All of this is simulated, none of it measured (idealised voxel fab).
Process module, titled voxel wiring stack
Cross-section cut: width 250 nm, square cells of 5 nm.
In this document a cross-section is written as a grid of square cells. It is given as a series of bands, listed from the top down, and a band is one or more rows of cells.
For a band, the entry starts with two heights in nm, that of the top and then that of the bottom, and carries on with the band's materials in order from left to right, each alongside its width in nm; the word "throughout" beside a single material means it fills the band edge to edge, and "empty" means empty space.
All heights in this document are referenced to 0, defined as the level beneath which the wafer, as received, consists entirely of one material. The lowest band is not bounded below; it extends indefinitely downward and is written in the form "0 and below".
The expression "30 to 40" gives the width at the extremes of the band, the first number at its top row of cells and the second at its bottom row, with the width changing by equal amounts from each row to the next in between.
"nothing was modified" means the step left every cell of the cross-section as it was.
Heads up: "Completely sealed voids" only lists the empty pockets with no open path to the top that are 8 cells or more, and it writes them as width x height at distance, distance from the left edge, in nm.
after a step's settings: what the simulator itself notes on the step
overlay nm: how far to the right of its planned place the mask lay on this masked step (negative: to the left).

**So here's the lineup of process steps we planned**
1: RECEIVE: material Si
2: CONFORMAL_DEP: material SiO2, thk nm 15
3: CONFORMAL_DEP: material SiN, thk nm 5
4: DIRECTIONAL_DEP: material lowk, thk nm 20
5: MASKED_ETCH: tone open, mask id METAL_1, width nm 30, pitch nm 60, etch materials lowk, depth nm 20, overlay nm 0
6: MASKED_ETCH: tone open, mask id METAL_1, width nm 30, pitch nm 60, etch materials SiN, depth nm 5, overlay nm 0
7: CONFORMAL_DEP: material TiN, thk nm 5
8: FILL_DEP: material Cu, thk nm 10
9: CMP: height nm 40
10: CONFORMAL_DEP: material SiCN, thk nm 5
11: DIRECTIONAL_DEP: material lowk, thk nm 20
12: PATTERN: tone open, mask id PLUG_1, material resist, width nm 15, pitch nm 60, thk nm 15, overlay nm 0
13: DIRECTIONAL_ETCH: etch materials lowk, depth nm 20
14: DIRECTIONAL_ETCH: etch materials SiCN, depth nm 5
15: STRIP: etch materials resist
16: CONFORMAL_DEP: material TiN, thk nm 5
17: FILL_DEP: material Ru, thk nm 5
18: CMP: height nm 65
19: CONFORMAL_DEP: material SiN, thk nm 5
20: DIRECTIONAL_DEP: material SiO2, thk nm 15
21: DIRECTIONAL_DEP: material aC, thk nm 15
22: PATTERN: tone open, mask id METAL_2, material resist, width nm 30, pitch nm 60, thk nm 35, overlay nm 0
23: DIRECTIONAL_ETCH: etch materials aC, depth nm 15
24: STRIP: etch materials resist
25: DIRECTIONAL_ETCH: etch materials SiO2, depth nm 15
26: DIRECTIONAL_ETCH: etch materials SiN, depth nm 5
27: STRIP: etch materials aC
28: CONFORMAL_DEP: material TiN, thk nm 5
29: FILL_DEP: material Cu, thk nm 5
30: CMP: height nm 85
31: CONFORMAL_DEP: material SiN, thk nm 5

**Run as planned: first of two wafers**

**As received (post step 1): cross-section**
0 and below | Si throughout
Completely sealed voids: none

**Step 2 done - wafer cross-section**
15 down to 0 | SiO2 throughout
Beneath the level 0, the cross-section is identical to its previous state.

**Step 3 done - wafer cross-section**
20 down to 15 | SiN throughout
Beneath the level 15, the cross-section is identical to its previous state.

**Step 4 done - wafer cross-section**
40 down to 20 | lowk throughout
Beneath the level 20, the cross-section is identical to its previous state.

**Step 5 done - wafer cross-section**
40 down to 20 | lowk 50  empty 30  lowk 30  empty 30  lowk 30  empty 30  lowk 50
Beneath the level 20, the cross-section is identical to its previous state.

**Step 6 done - wafer cross-section**
40 down to 20 | lowk 50  empty 30  lowk 30  empty 30  lowk 30  empty 30  lowk 50
20 down to 15 | SiN 50  empty 30  SiN 30  empty 30  SiN 30  empty 30  SiN 50
Beneath the level 15, the cross-section is identical to its previous state.

**Step 7 done - wafer cross-section**
45 down to 40 | TiN 55  empty 20  TiN 40  empty 20  TiN 40  empty 20  TiN 55
40 down to 20 | lowk 50  TiN 5  empty 20  TiN 5  lowk 30  TiN 5  empty 20  TiN 5  lowk 30  TiN 5  empty 20  TiN 5  lowk 50
20 down to 15 | SiN 50  TiN 30  SiN 30  TiN 30  SiN 30  TiN 30  SiN 50
Beneath the level 15, the cross-section is identical to its previous state.

**Step 8 done - wafer cross-section**
55 down to 45 | Cu throughout
45 down to 40 | TiN 55  Cu 20  TiN 40  Cu 20  TiN 40  Cu 20  TiN 55
40 down to 20 | lowk 50  TiN 5  Cu 20  TiN 5  lowk 30  TiN 5  Cu 20  TiN 5  lowk 30  TiN 5  Cu 20  TiN 5  lowk 50
Beneath the level 20, the cross-section is identical to its previous state.

**Step 9 done - wafer cross-section**
40 down to 20 | lowk 50  TiN 5  Cu 20  TiN 5  lowk 30  TiN 5  Cu 20  TiN 5  lowk 30  TiN 5  Cu 20  TiN 5  lowk 50
Beneath the level 20, the cross-section is identical to its previous state.

**Step 10 done - wafer cross-section**
45 down to 40 | SiCN throughout
Beneath the level 40, the cross-section is identical to its previous state.

**Step 11 done - wafer cross-section**
65 down to 45 | lowk throughout
Beneath the level 45, the cross-section is identical to its previous state.

**Step 12 done - wafer cross-section**
80 down to 65 | resist 50  empty 15  resist 45  empty 15  resist 45  empty 15  resist 65
Beneath the level 65, the cross-section is identical to its previous state.

**Step 13 done - wafer cross-section**
80 down to 65 | resist 50  empty 15  resist 45  empty 15  resist 45  empty 15  resist 65
65 down to 45 | lowk 50  empty 15  lowk 45  empty 15  lowk 45  empty 15  lowk 65
Beneath the level 45, the cross-section is identical to its previous state.

**Step 14 done - wafer cross-section**
80 down to 65 | resist 50  empty 15  resist 45  empty 15  resist 45  empty 15  resist 65
65 down to 45 | lowk 50  empty 15  lowk 45  empty 15  lowk 45  empty 15  lowk 65
45 down to 40 | SiCN 50  empty 15  SiCN 45  empty 15  SiCN 45  empty 15  SiCN 65
Beneath the level 40, the cross-section is identical to its previous state.

**Step 15 done - wafer cross-section**
65 down to 45 | lowk 50  empty 15  lowk 45  empty 15  lowk 45  empty 15  lowk 65
Beneath the level 45, the cross-section is identical to its previous state.

**Step 16 done - wafer cross-section**
70 down to 65 | TiN 55  empty 5  TiN 55  empty 5  TiN 55  empty 5  TiN 70
65 down to 45 | lowk 50  TiN 5  empty 5  TiN 5  lowk 45  TiN 5  empty 5  TiN 5  lowk 45  TiN 5  empty 5  TiN 5  lowk 65
45 down to 40 | SiCN 50  TiN 15  SiCN 45  TiN 15  SiCN 45  TiN 15  SiCN 65
Beneath the level 40, the cross-section is identical to its previous state.

**Step 17 done - wafer cross-section**
75 down to 70 | Ru throughout
70 down to 65 | TiN 55  Ru 5  TiN 55  Ru 5  TiN 55  Ru 5  TiN 70
65 down to 45 | lowk 50  TiN 5  Ru 5  TiN 5  lowk 45  TiN 5  Ru 5  TiN 5  lowk 45  TiN 5  Ru 5  TiN 5  lowk 65
Beneath the level 45, the cross-section is identical to its previous state.

**Step 18 done - wafer cross-section**
65 down to 45 | lowk 50  TiN 5  Ru 5  TiN 5  lowk 45  TiN 5  Ru 5  TiN 5  lowk 45  TiN 5  Ru 5  TiN 5  lowk 65
Beneath the level 45, the cross-section is identical to its previous state.

**Step 19 done - wafer cross-section**
70 down to 65 | SiN throughout
Beneath the level 65, the cross-section is identical to its previous state.

**Step 20 done - wafer cross-section**
85 down to 70 | SiO2 throughout
Beneath the level 70, the cross-section is identical to its previous state.

**Step 21 done - wafer cross-section**
100 down to 85 | aC throughout
Beneath the level 85, the cross-section is identical to its previous state.

**Step 22 done - wafer cross-section**
135 down to 100 | resist 50  empty 30  resist 30  empty 30  resist 30  empty 30  resist 50
Beneath the level 100, the cross-section is identical to its previous state.

**Step 23 done - wafer cross-section**
120 down to 100 | resist 50  empty 30  resist 30  empty 30  resist 30  empty 30  resist 50
100 down to 85 | aC 50  empty 30  aC 30  empty 30  aC 30  empty 30  aC 50
Beneath the level 85, the cross-section is identical to its previous state.

**Step 24 done - wafer cross-section**
100 down to 85 | aC 50  empty 30  aC 30  empty 30  aC 30  empty 30  aC 50
Beneath the level 85, the cross-section is identical to its previous state.

**Step 25 done - wafer cross-section**
100 down to 85 | aC 50  empty 30  aC 30  empty 30  aC 30  empty 30  aC 50
85 down to 70 | SiO2 50  empty 30  SiO2 30  empty 30  SiO2 30  empty 30  SiO2 50
Beneath the level 70, the cross-section is identical to its previous state.

**Step 26 done - wafer cross-section**
100 down to 85 | aC 50  empty 30  aC 30  empty 30  aC 30  empty 30  aC 50
85 down to 70 | SiO2 50  empty 30  SiO2 30  empty 30  SiO2 30  empty 30  SiO2 50
70 down to 65 | SiN 50  empty 30  SiN 30  empty 30  SiN 30  empty 30  SiN 50
Beneath the level 65, the cross-section is identical to its previous state.

**Step 27 done - wafer cross-section**
85 down to 70 | SiO2 50  empty 30  SiO2 30  empty 30  SiO2 30  empty 30  SiO2 50
Beneath the level 70, the cross-section is identical to its previous state.

**Step 28 done - wafer cross-section**
90 down to 85 | TiN 55  empty 20  TiN 40  empty 20  TiN 40  empty 20  TiN 55
85 down to 70 | SiO2 50  TiN 5  empty 20  TiN 5  SiO2 30  TiN 5  empty 20  TiN 5  SiO2 30  TiN 5  empty 20  TiN 5  SiO2 50
70 down to 65 | SiN 50  TiN 30  SiN 30  TiN 30  SiN 30  TiN 30  SiN 50
Beneath the level 65, the cross-section is identical to its previous state.

**Step 29 done - wafer cross-section**
95 down to 90 | Cu throughout
90 down to 85 | TiN 55  Cu 20  TiN 40  Cu 20  TiN 40  Cu 20  TiN 55
85 down to 70 | SiO2 50  TiN 5  Cu 20  TiN 5  SiO2 30  TiN 5  Cu 20  TiN 5  SiO2 30  TiN 5  Cu 20  TiN 5  SiO2 50
Beneath the level 70, the cross-section is identical to its previous state.

**Step 30 done - wafer cross-section**
85 down to 70 | SiO2 50  TiN 5  Cu 20  TiN 5  SiO2 30  TiN 5  Cu 20  TiN 5  SiO2 30  TiN 5  Cu 20  TiN 5  SiO2 50
Beneath the level 70, the cross-section is identical to its previous state.

**Step 31 done - wafer cross-section**
90 down to 85 | SiN throughout
Beneath the level 85, the cross-section is identical to its previous state.

**Wafer two of the pair: same origin, same plan, one error during the run; identical to wafer one up to and including step 1**

**The second wafer cut through, at the time step 2 was supposed to be finished**
10 down to 0 | SiO2 throughout
Beneath the level 0, the cross-section is identical to its previous state.

**The second wafer cut through, at the time step 3 was supposed to be finished**
15 down to 10 | SiN throughout
Beneath the level 10, the cross-section is identical to its previous state.

**The second wafer cut through, at the time step 4 was supposed to be finished**
35 down to 15 | lowk throughout
Beneath the level 15, the cross-section is identical to its previous state.

**The second wafer cut through, at the time step 5 was supposed to be finished**
35 down to 15 | lowk 50  empty 30  lowk 30  empty 30  lowk 30  empty 30  lowk 50
Beneath the level 15, the cross-section is identical to its previous state.

**The second wafer cut through, at the time step 6 was supposed to be finished**
35 down to 15 | lowk 50  empty 30  lowk 30  empty 30  lowk 30  empty 30  lowk 50
15 down to 10 | SiN 50  empty 30  SiN 30  empty 30  SiN 30  empty 30  SiN 50
Beneath the level 10, the cross-section is identical to its previous state.

**The second wafer cut through, at the time step 7 was supposed to be finished**
40 down to 35 | TiN 55  empty 20  TiN 40  empty 20  TiN 40  empty 20  TiN 55
35 down to 15 | lowk 50  TiN 5  empty 20  TiN 5  lowk 30  TiN 5  empty 20  TiN 5  lowk 30  TiN 5  empty 20  TiN 5  lowk 50
15 down to 10 | SiN 50  TiN 30  SiN 30  TiN 30  SiN 30  TiN 30  SiN 50
Beneath the level 10, the cross-section is identical to its previous state.

**The second wafer cut through, at the time step 8 was supposed to be finished**
50 down to 40 | Cu throughout
40 down to 35 | TiN 55  Cu 20  TiN 40  Cu 20  TiN 40  Cu 20  TiN 55
35 down to 15 | lowk 50  TiN 5  Cu 20  TiN 5  lowk 30  TiN 5  Cu 20  TiN 5  lowk 30  TiN 5  Cu 20  TiN 5  lowk 50
Beneath the level 15, the cross-section is identical to its previous state.

**The second wafer cut through, at the time step 9 was supposed to be finished**
40 down to 35 | TiN 55  Cu 20  TiN 40  Cu 20  TiN 40  Cu 20  TiN 55
Beneath the level 35, the cross-section is identical to its previous state.

**The second wafer cut through, at the time step 10 was supposed to be finished**
45 down to 40 | SiCN throughout
Beneath the level 40, the cross-section is identical to its previous state.

**The second wafer cut through, at the time step 11 was supposed to be finished**
65 down to 45 | lowk throughout
Beneath the level 45, the cross-section is identical to its previous state.

**The second wafer cut through, at the time step 12 was supposed to be finished**
80 down to 65 | resist 50  empty 15  resist 45  empty 15  resist 45  empty 15  resist 65
Beneath the level 65, the cross-section is identical to its previous state.

**The second wafer cut through, at the time step 13 was supposed to be finished**
80 down to 65 | resist 50  empty 15  resist 45  empty 15  resist 45  empty 15  resist 65
65 down to 45 | lowk 50  empty 15  lowk 45  empty 15  lowk 45  empty 15  lowk 65
Beneath the level 45, the cross-section is identical to its previous state.

**The second wafer cut through, at the time step 14 was supposed to be finished**
80 down to 65 | resist 50  empty 15  resist 45  empty 15  resist 45  empty 15  resist 65
65 down to 45 | lowk 50  empty 15  lowk 45  empty 15  lowk 45  empty 15  lowk 65
45 down to 40 | SiCN 50  empty 15  SiCN 45  empty 15  SiCN 45  empty 15  SiCN 65
Beneath the level 40, the cross-section is identical to its previous state.

**The second wafer cut through, at the time step 15 was supposed to be finished**
65 down to 45 | lowk 50  empty 15  lowk 45  empty 15  lowk 45  empty 15  lowk 65
Beneath the level 45, the cross-section is identical to its previous state.

**The second wafer cut through, at the time step 16 was supposed to be finished**
70 down to 65 | TiN 55  empty 5  TiN 55  empty 5  TiN 55  empty 5  TiN 70
65 down to 45 | lowk 50  TiN 5  empty 5  TiN 5  lowk 45  TiN 5  empty 5  TiN 5  lowk 45  TiN 5  empty 5  TiN 5  lowk 65
45 down to 40 | SiCN 50  TiN 15  SiCN 45  TiN 15  SiCN 45  TiN 15  SiCN 65
Beneath the level 40, the cross-section is identical to its previous state.

**The second wafer cut through, at the time step 17 was supposed to be finished**
75 down to 70 | Ru throughout
70 down to 65 | TiN 55  Ru 5  TiN 55  Ru 5  TiN 55  Ru 5  TiN 70
65 down to 45 | lowk 50  TiN 5  Ru 5  TiN 5  lowk 45  TiN 5  Ru 5  TiN 5  lowk 45  TiN 5  Ru 5  TiN 5  lowk 65
Beneath the level 45, the cross-section is identical to its previous state.

**The second wafer cut through, at the time step 18 was supposed to be finished**
65 down to 45 | lowk 50  TiN 5  Ru 5  TiN 5  lowk 45  TiN 5  Ru 5  TiN 5  lowk 45  TiN 5  Ru 5  TiN 5  lowk 65
Beneath the level 45, the cross-section is identical to its previous state.

**The second wafer cut through, at the time step 19 was supposed to be finished**
70 down to 65 | SiN throughout
Beneath the level 65, the cross-section is identical to its previous state.

**The second wafer cut through, at the time step 20 was supposed to be finished**
85 down to 70 | SiO2 throughout
Beneath the level 70, the cross-section is identical to its previous state.

**The second wafer cut through, at the time step 21 was supposed to be finished**
100 down to 85 | aC throughout
Beneath the level 85, the cross-section is identical to its previous state.

**The second wafer cut through, at the time step 22 was supposed to be finished**
135 down to 100 | resist 50  empty 30  resist 30  empty 30  resist 30  empty 30  resist 50
Beneath the level 100, the cross-section is identical to its previous state.

**The second wafer cut through, at the time step 23 was supposed to be finished**
120 down to 100 | resist 50  empty 30  resist 30  empty 30  resist 30  empty 30  resist 50
100 down to 85 | aC 50  empty 30  aC 30  empty 30  aC 30  empty 30  aC 50
Beneath the level 85, the cross-section is identical to its previous state.

**The second wafer cut through, at the time step 24 was supposed to be finished**
100 down to 85 | aC 50  empty 30  aC 30  empty 30  aC 30  empty 30  aC 50
Beneath the level 85, the cross-section is identical to its previous state.

**The second wafer cut through, at the time step 25 was supposed to be finished**
100 down to 85 | aC 50  empty 30  aC 30  empty 30  aC 30  empty 30  aC 50
85 down to 70 | SiO2 50  empty 30  SiO2 30  empty 30  SiO2 30  empty 30  SiO2 50
Beneath the level 70, the cross-section is identical to its previous state.

**The second wafer cut through, at the time step 26 was supposed to be finished**
100 down to 85 | aC 50  empty 30  aC 30  empty 30  aC 30  empty 30  aC 50
85 down to 70 | SiO2 50  empty 30  SiO2 30  empty 30  SiO2 30  empty 30  SiO2 50
70 down to 65 | SiN 50  empty 30  SiN 30  empty 30  SiN 30  empty 30  SiN 50
Beneath the level 65, the cross-section is identical to its previous state.

**The second wafer cut through, at the time step 27 was supposed to be finished**
85 down to 70 | SiO2 50  empty 30  SiO2 30  empty 30  SiO2 30  empty 30  SiO2 50
Beneath the level 70, the cross-section is identical to its previous state.

**The second wafer cut through, at the time step 28 was supposed to be finished**
90 down to 85 | TiN 55  empty 20  TiN 40  empty 20  TiN 40  empty 20  TiN 55
85 down to 70 | SiO2 50  TiN 5  empty 20  TiN 5  SiO2 30  TiN 5  empty 20  TiN 5  SiO2 30  TiN 5  empty 20  TiN 5  SiO2 50
70 down to 65 | SiN 50  TiN 30  SiN 30  TiN 30  SiN 30  TiN 30  SiN 50
Beneath the level 65, the cross-section is identical to its previous state.

**The second wafer cut through, at the time step 29 was supposed to be finished**
95 down to 90 | Cu throughout
90 down to 85 | TiN 55  Cu 20  TiN 40  Cu 20  TiN 40  Cu 20  TiN 55
85 down to 70 | SiO2 50  TiN 5  Cu 20  TiN 5  SiO2 30  TiN 5  Cu 20  TiN 5  SiO2 30  TiN 5  Cu 20  TiN 5  SiO2 50
Beneath the level 70, the cross-section is identical to its previous state.

**The second wafer cut through, at the time step 30 was supposed to be finished**
85 down to 70 | SiO2 50  TiN 5  Cu 20  TiN 5  SiO2 30  TiN 5  Cu 20  TiN 5  SiO2 30  TiN 5  Cu 20  TiN 5  SiO2 50
Beneath the level 70, the cross-section is identical to its previous state.

**The second wafer cut through, at the time step 31 was supposed to be finished**
90 down to 85 | SiN throughout
Beneath the level 85, the cross-section is identical to its previous state.
what went wrong: step 2 off recipe, ran as CONFORMAL_DEP: material SiO2, thk nm 10
The final cell counts differ between the wafers, with the second having more or fewer of some materials than the first: Cu +12, SiO2 -50, TiN +38
